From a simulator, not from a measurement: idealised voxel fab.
This section sets out a process module, namely voxel capacitor over wiring.
The cross-section shown here is cut; it is 185 nm wide and divided into square cells measuring 5 nm on a side.
Cross-section = grid of square cells, listed top down in bands; band = one or more rows.
Within each band entry, the heights of the top and of the bottom of the band appear first, in that order and in nm; the materials of the band then follow from left to right, each with its corresponding width in nm. The designation "full width" on a single material indicates that it fills the band from edge to edge; the designation "blank" indicates empty space.
Convention: height 0 is the level below which the wafer, as received, is all one material. The lowest band does not terminate at the bottom but continues downward, represented as "0 -> down".
Note: "30 to 40" means the width goes from the first number (top row of the band) to the second number (bottom row) in equal steps per row of cells.
For the purposes of this document, the phrase "no modifications" attached to a step denotes that no cell within the cross-section was modified by that step.
For the entry "Fully enclosed voids", the listed items are empty spaces with no open way to the top whose size is 8 cells or more; each item follows the pattern width x height at distance, where distance is from the left edge and all three are in nm.
Step line, after settings: the simulator's comment on this step.
Each step line may optionally specify "overlay nm", which for a step with a mask gives the rightward distance between the mask's planned place and where it lay, a negative value indicating the leftward direction.

List of planned process steps
1,RECEIVE (material Si)
2,CONFORMAL_DEP (material SiO2; thk nm 15)
3,CONFORMAL_DEP (material SiCN; thk nm 5)
4,DIRECTIONAL_DEP (material lowk; thk nm 20)
5,DIRECTIONAL_DEP (material aC; thk nm 15)
6,PATTERN (tone open; mask id METAL_1; material resist; width nm 20; pitch nm 75; thk nm 35; overlay nm 0)
7,DIRECTIONAL_ETCH (etch materials aC; depth nm 15)
8,STRIP (etch materials resist)
9,DIRECTIONAL_ETCH (etch materials lowk; depth nm 20)
10,DIRECTIONAL_ETCH (etch materials SiCN; depth nm 5)
11,STRIP (etch materials aC)
12,CONFORMAL_DEP (material TiN; thk nm 5)
13,FILL_DEP (material W; thk nm 5)
14,CMP (height nm 40)
15,CONFORMAL_DEP (material SiCN; thk nm 5)
16,DIRECTIONAL_DEP (material SiO2; thk nm 15)
17,PATTERN (tone open; mask id PLUG_1; material resist; width nm 15; thk nm 20; overlay nm 0)
18,DIRECTIONAL_ETCH (etch materials SiO2; depth nm 15)
19,DIRECTIONAL_ETCH (etch materials SiCN; depth nm 5)
20,STRIP (etch materials resist)
21,EPI (material Ru; thk nm 10)
22,EPI (material Ru; thk nm 10)
23,DIRECTIONAL_DEP (material TiN; thk nm 5)
24,DIRECTIONAL_DEP (material Al2O3; thk nm 5)
25,DIRECTIONAL_DEP (material TiN; thk nm 5)
26,DIRECTIONAL_DEP (material aC; thk nm 15)
27,PATTERN (tone cover; mask id UPPER_PLATE; material resist; width nm 60; thk nm 30; overlay nm 0)
28,DIRECTIONAL_ETCH (etch materials aC; depth nm 15)
29,STRIP (etch materials resist)
30,DIRECTIONAL_ETCH (etch materials TiN; depth nm 5)
31,DIRECTIONAL_ETCH (etch materials Al2O3; depth nm 5)
32,STRIP (etch materials aC)
33,PATTERN (tone cover; mask id LOWER_PLATE; material resist; width nm 70; thk nm 20; overlay nm 0)
34,DIRECTIONAL_ETCH (etch materials TiN; depth nm 5)
35,STRIP (etch materials resist)
36,FILL_DEP (material SiO2; thk nm 15)
37,CMP (height nm 85)
38,MASKED_ETCH (tone open; mask id PLUG_2; width nm 15; etch materials SiO2; depth nm 10; overlay nm 0)
39,CONFORMAL_DEP (material TiN; thk nm 5)
40,FILL_DEP (material Ru; thk nm 5)
41,CMP (height nm 85)
42,CONFORMAL_DEP (material SiN; thk nm 5)

What follows covers the first of two wafers; it ran as planned

Cross-section of the wafer as it came to us, i.e., already through step 1
- 0 -> down | Si full width
- Fully enclosed voids: none

Take a look at the wafer's cross-section after step 2
- 15 -> 0 | SiO2 full width
- Under 0: no change, same as before.

Take a look at the wafer's cross-section after step 3
- 20 -> 15 | SiCN full width
- Under 15: no change, same as before.

Take a look at the wafer's cross-section after step 4
- 40 -> 20 | lowk full width
- Under 20: no change, same as before.

Take a look at the wafer's cross-section after step 5
- 55 -> 40 | aC full width
- Under 40: no change, same as before.

Take a look at the wafer's cross-section after step 6
- 90 -> 55 | resist: 45  blank: 20  resist: 55  blank: 20  resist: 45
- Under 55: no change, same as before.

Take a look at the wafer's cross-section after step 7
- 75 -> 55 | resist: 45  blank: 20  resist: 55  blank: 20  resist: 45
- 55 -> 40 | aC: 45  blank: 20  aC: 55  blank: 20  aC: 45
- Under 40: no change, same as before.

Take a look at the wafer's cross-section after step 8
- 55 -> 40 | aC: 45  blank: 20  aC: 55  blank: 20  aC: 45
- Under 40: no change, same as before.

Take a look at the wafer's cross-section after step 9
- 55 -> 40 | aC: 45  blank: 20  aC: 55  blank: 20  aC: 45
- 40 -> 20 | lowk: 45  blank: 20  lowk: 55  blank: 20  lowk: 45
- Under 20: no change, same as before.

Take a look at the wafer's cross-section after step 10
- 55 -> 40 | aC: 45  blank: 20  aC: 55  blank: 20  aC: 45
- 40 -> 20 | lowk: 45  blank: 20  lowk: 55  blank: 20  lowk: 45
- 20 -> 15 | SiCN: 45  blank: 20  SiCN: 55  blank: 20  SiCN: 45
- Under 15: no change, same as before.

Take a look at the wafer's cross-section after step 11
- 40 -> 20 | lowk: 45  blank: 20  lowk: 55  blank: 20  lowk: 45
- Under 20: no change, same as before.

Take a look at the wafer's cross-section after step 12
- 45 -> 40 | TiN: 50  blank: 10  TiN: 65  blank: 10  TiN: 50
- 40 -> 20 | lowk: 45  TiN: 5  blank: 10  TiN: 5  lowk: 55  TiN: 5  blank: 10  TiN: 5  lowk: 45
- 20 -> 15 | SiCN: 45  TiN: 20  SiCN: 55  TiN: 20  SiCN: 45
- Under 15: no change, same as before.

Take a look at the wafer's cross-section after step 13
- 50 -> 45 | W full width
- 45 -> 40 | TiN: 50  W: 10  TiN: 65  W: 10  TiN: 50
- 40 -> 20 | lowk: 45  TiN: 5  W: 10  TiN: 5  lowk: 55  TiN: 5  W: 10  TiN: 5  lowk: 45
- Under 20: no change, same as before.

Take a look at the wafer's cross-section after step 14
- 40 -> 20 | lowk: 45  TiN: 5  W: 10  TiN: 5  lowk: 55  TiN: 5  W: 10  TiN: 5  lowk: 45
- Under 20: no change, same as before.

Take a look at the wafer's cross-section after step 15
- 45 -> 40 | SiCN full width
- Under 40: no change, same as before.

Take a look at the wafer's cross-section after step 16
- 60 -> 45 | SiO2 full width
- Under 45: no change, same as before.

Take a look at the wafer's cross-section after step 17
- 80 -> 60 | resist: 50  blank: 15  resist: 120
- Under 60: no change, same as before.

Take a look at the wafer's cross-section after step 18
- 80 -> 60 | resist: 50  blank: 15  resist: 120
- 60 -> 45 | SiO2: 50  blank: 15  SiO2: 120
- Under 45: no change, same as before.

Take a look at the wafer's cross-section after step 19
- 80 -> 60 | resist: 50  blank: 15  resist: 120
- 60 -> 45 | SiO2: 50  blank: 15  SiO2: 120
- 45 -> 40 | SiCN: 50  blank: 15  SiCN: 120
- Under 40: no change, same as before.

Take a look at the wafer's cross-section after step 20
- 60 -> 45 | SiO2: 50  blank: 15  SiO2: 120
- Under 45: no change, same as before.

Take a look at the wafer's cross-section after step 21
- 60 -> 50 | SiO2: 50  blank: 15  SiO2: 120
- 50 -> 45 | SiO2: 50  Ru: 15  SiO2: 120
- 45 -> 40 | SiCN: 50  Ru: 15  SiCN: 120
- Under 40: no change, same as before.

Take a look at the wafer's cross-section after step 22
- 60 -> 45 | SiO2: 50  Ru: 15  SiO2: 120
- Under 45: no change, same as before.

Take a look at the wafer's cross-section after step 23
- 65 -> 60 | TiN full width
- Under 60: no change, same as before.

Take a look at the wafer's cross-section after step 24
- 70 -> 65 | Al2O3 full width
- Under 65: no change, same as before.

Take a look at the wafer's cross-section after step 25
- 75 -> 70 | TiN full width
- Under 70: no change, same as before.

Take a look at the wafer's cross-section after step 26
- 90 -> 75 | aC full width
- Under 75: no change, same as before.

Take a look at the wafer's cross-section after step 27
- 120 -> 90 | blank: 50  resist: 60  blank: 75
- Under 90: no change, same as before.

Take a look at the wafer's cross-section after step 28
- 105 -> 90 | blank: 50  resist: 60  blank: 75
- 90 -> 75 | blank: 50  aC: 60  blank: 75
- Under 75: no change, same as before.

Take a look at the wafer's cross-section after step 29
- 90 -> 75 | blank: 50  aC: 60  blank: 75
- Under 75: no change, same as before.

Take a look at the wafer's cross-section after step 30
- 90 -> 75 | blank: 50  aC: 60  blank: 75
- 75 -> 70 | blank: 50  TiN: 60  blank: 75
- Under 70: no change, same as before.

Take a look at the wafer's cross-section after step 31
- 90 -> 75 | blank: 50  aC: 60  blank: 75
- 75 -> 70 | blank: 50  TiN: 60  blank: 75
- 70 -> 65 | blank: 50  Al2O3: 60  blank: 75
- Under 65: no change, same as before.

Take a look at the wafer's cross-section after step 32
- 75 -> 70 | blank: 50  TiN: 60  blank: 75
- Under 70: no change, same as before.

Take a look at the wafer's cross-section after step 33
- 95 -> 75 | blank: 45  resist: 70  blank: 70
- 75 -> 70 | blank: 45  resist: 5  TiN: 60  resist: 5  blank: 70
- 70 -> 65 | blank: 45  resist: 5  Al2O3: 60  resist: 5  blank: 70
- Under 65: no change, same as before.

Take a look at the wafer's cross-section after step 34
- 95 -> 75 | blank: 45  resist: 70  blank: 70
- 75 -> 70 | blank: 45  resist: 5  TiN: 60  resist: 5  blank: 70
- 70 -> 65 | blank: 45  resist: 5  Al2O3: 60  resist: 5  blank: 70
- 65 -> 60 | blank: 45  TiN: 70  blank: 70
- Under 60: no change, same as before.

Take a look at the wafer's cross-section after step 35
- 75 -> 70 | blank: 50  TiN: 60  blank: 75
- 70 -> 65 | blank: 50  Al2O3: 60  blank: 75
- Under 65: no change, same as before.

Take a look at the wafer's cross-section after step 36
- 90 -> 75 | SiO2 full width
- 75 -> 70 | SiO2: 50  TiN: 60  SiO2: 75
- 70 -> 65 | SiO2: 50  Al2O3: 60  SiO2: 75
- 65 -> 60 | SiO2: 45  TiN: 70  SiO2: 70
- Under 60: no change, same as before.

Take a look at the wafer's cross-section after step 37
- 85 -> 75 | SiO2 full width
- Under 75: no change, same as before.

Take a look at the wafer's cross-section after step 38
- 85 -> 75 | SiO2: 60  blank: 15  SiO2: 110
- Under 75: no change, same as before.

Take a look at the wafer's cross-section after step 39
- 90 -> 85 | TiN: 65  blank: 5  TiN: 115
- 85 -> 80 | SiO2: 60  TiN: 5  blank: 5  TiN: 5  SiO2: 110
- 80 -> 70 | SiO2: 60 to 50  TiN: 15 to 60  SiO2: 110 to 75
- Under 70: no change, same as before.

Take a look at the wafer's cross-section after step 40
- 95 -> 90 | Ru full width
- 90 -> 85 | TiN: 65  Ru: 5  TiN: 115
- 85 -> 80 | SiO2: 60  TiN: 5  Ru: 5  TiN: 5  SiO2: 110
- Under 80: no change, same as before.

Take a look at the wafer's cross-section after step 41
- 85 -> 80 | SiO2: 60  TiN: 5  Ru: 5  TiN: 5  SiO2: 110
- Under 80: no change, same as before.

Take a look at the wafer's cross-section after step 42
- 90 -> 85 | SiN full width
- Under 85: no change, same as before.

Second wafer, same starting conditions and recipe as the first, one mistake in executing it, nothing differs from the first up to and including step 20

Cross-sectional view of the second wafer at the intended end time of process step 22
- 70 -> 60 | blank: 40  Ru: 35  blank: 110
- 60 -> 45 | SiO2: 50  Ru: 15  SiO2: 120
- 45 -> 40 | SiCN: 50  Ru: 15  SiCN: 120
- Under 40: no change, same as before.

Cross-sectional view of the second wafer at the intended end time of process step 23
- 75 -> 70 | blank: 40  TiN: 35  blank: 110
- 70 -> 65 | blank: 40  Ru: 35  blank: 110
- 65 -> 60 | TiN: 40  Ru: 35  TiN: 110
- Under 60: no change, same as before.

Cross-sectional view of the second wafer at the intended end time of process step 24
- 80 -> 75 | blank: 40  Al2O3: 35  blank: 110
- 75 -> 70 | blank: 40  TiN: 35  blank: 110
- 70 -> 65 | Al2O3: 40  Ru: 35  Al2O3: 110
- Under 65: no change, same as before.

Cross-sectional view of the second wafer at the intended end time of process step 25
- 85 -> 80 | blank: 40  TiN: 35  blank: 110
- 80 -> 75 | blank: 40  Al2O3: 35  blank: 110
- 75 -> 70 | TiN full width
- Under 70: no change, same as before.

Cross-sectional view of the second wafer at the intended end time of process step 26
- 100 -> 90 | blank: 40  aC: 35  blank: 110
- 90 -> 85 | aC full width
- 85 -> 80 | aC: 40  TiN: 35  aC: 110
- 80 -> 75 | aC: 40  Al2O3: 35  aC: 110
- Under 75: no change, same as before.

Cross-sectional view of the second wafer at the intended end time of process step 27
- 130 -> 100 | blank: 50  resist: 60  blank: 75
- 100 -> 90 | blank: 40  aC: 35  resist: 35  blank: 75
- Under 90: no change, same as before.

Cross-sectional view of the second wafer at the intended end time of process step 28
- 115 -> 100 | blank: 50  resist: 60  blank: 75
- 100 -> 90 | blank: 50  aC: 25  resist: 35  blank: 75
- 90 -> 85 | blank: 50  aC: 60  blank: 75
- 85 -> 80 | blank: 40  TiN: 35  aC: 35  blank: 75
- 80 -> 75 | blank: 40  Al2O3: 35  aC: 35  blank: 75
- Under 75: no change, same as before.

Cross-sectional view of the second wafer at the intended end time of process step 29
- 100 -> 90 | blank: 50  aC: 25  blank: 110
- Under 90: no change, same as before.

Cross-sectional view of the second wafer at the intended end time of process step 30
- 100 -> 90 | blank: 50  aC: 25  blank: 110
- 90 -> 85 | blank: 50  aC: 60  blank: 75
- 85 -> 80 | blank: 50  TiN: 25  aC: 35  blank: 75
- 80 -> 75 | blank: 40  Al2O3: 35  aC: 35  blank: 75
- 75 -> 70 | blank: 40  TiN: 70  blank: 75
- Under 70: no change, same as before.

Cross-sectional view of the second wafer at the intended end time of process step 31
- 100 -> 90 | blank: 50  aC: 25  blank: 110
- 90 -> 85 | blank: 50  aC: 60  blank: 75
- 85 -> 80 | blank: 50  TiN: 25  aC: 35  blank: 75
- 80 -> 75 | blank: 50  Al2O3: 25  aC: 35  blank: 75
- 75 -> 70 | blank: 40  TiN: 70  blank: 75
- 70 -> 65 | blank: 40  Ru: 35  Al2O3: 35  blank: 75
- Under 65: no change, same as before.

Cross-sectional view of the second wafer at the intended end time of process step 32
- 85 -> 80 | blank: 50  TiN: 25  blank: 110
- 80 -> 75 | blank: 50  Al2O3: 25  blank: 110
- Under 75: no change, same as before.

Cross-sectional view of the second wafer at the intended end time of process step 33
- 105 -> 85 | blank: 45  resist: 70  blank: 70
- 85 -> 80 | blank: 45  resist: 5  TiN: 25  resist: 40  blank: 70
- 80 -> 75 | blank: 45  resist: 5  Al2O3: 25  resist: 40  blank: 70
- 75 -> 70 | blank: 40  TiN: 70  resist: 5  blank: 70
- 70 -> 65 | blank: 40  Ru: 35  Al2O3: 35  resist: 5  blank: 70
- Under 65: no change, same as before.

Cross-sectional view of the second wafer at the intended end time of process step 34
- 105 -> 85 | blank: 45  resist: 70  blank: 70
- 85 -> 80 | blank: 45  resist: 5  TiN: 25  resist: 40  blank: 70
- 80 -> 75 | blank: 45  resist: 5  Al2O3: 25  resist: 40  blank: 70
- 75 -> 70 | blank: 45  TiN: 65  resist: 5  blank: 70
- 70 -> 65 | blank: 40  Ru: 35  Al2O3: 35  resist: 5  blank: 70
- 65 -> 60 | blank: 40  Ru: 35  TiN: 40  blank: 70
- Under 60: no change, same as before.

Cross-sectional view of the second wafer at the intended end time of process step 35
- 85 -> 80 | blank: 50  TiN: 25  blank: 110
- 80 -> 75 | blank: 50  Al2O3: 25  blank: 110
- 75 -> 70 | blank: 45  TiN: 65  blank: 75
- 70 -> 65 | blank: 40  Ru: 35  Al2O3: 35  blank: 75
- Under 65: no change, same as before.

Cross-sectional view of the second wafer at the intended end time of process step 36
- 100 -> 85 | SiO2 full width
- 85 -> 80 | SiO2: 50  TiN: 25  SiO2: 110
- 80 -> 75 | SiO2: 50  Al2O3: 25  SiO2: 110
- 75 -> 70 | SiO2: 45  TiN: 65  SiO2: 75
- 70 -> 65 | SiO2: 40  Ru: 35  Al2O3: 35  SiO2: 75
- 65 -> 60 | SiO2: 40  Ru: 35  TiN: 40  SiO2: 70
- Under 60: no change, same as before.

Cross-sectional view of the second wafer at the intended end time of process step 37
- 85 -> 80 | SiO2: 50  TiN: 25  SiO2: 110
- Under 80: no change, same as before.

Cross-sectional view of the second wafer at the intended end time of process step 38: no modifications

Cross-sectional view of the second wafer at the intended end time of process step 39
- 90 -> 85 | TiN full width
- Under 85: no change, same as before.

Cross-sectional view of the second wafer at the intended end time of process step 40
- 95 -> 90 | Ru full width
- Under 90: no change, same as before.

Cross-sectional view of the second wafer at the intended end time of process step 41
- 85 -> 80 | SiO2: 50  TiN: 25  SiO2: 110
- Under 80: no change, same as before.

Cross-sectional view of the second wafer at the intended end time of process step 42
- 90 -> 85 | SiN full width
- Under 85: no change, same as before.
Nonconformance to the process plan: twice-run step: one of the identical 21 and 22, not identifiable
FYI, end of process, the second wafer has more or fewer cells of some materials than the first: Ru: 13 more | SiO2: 8 fewer | TiN: 5 fewer
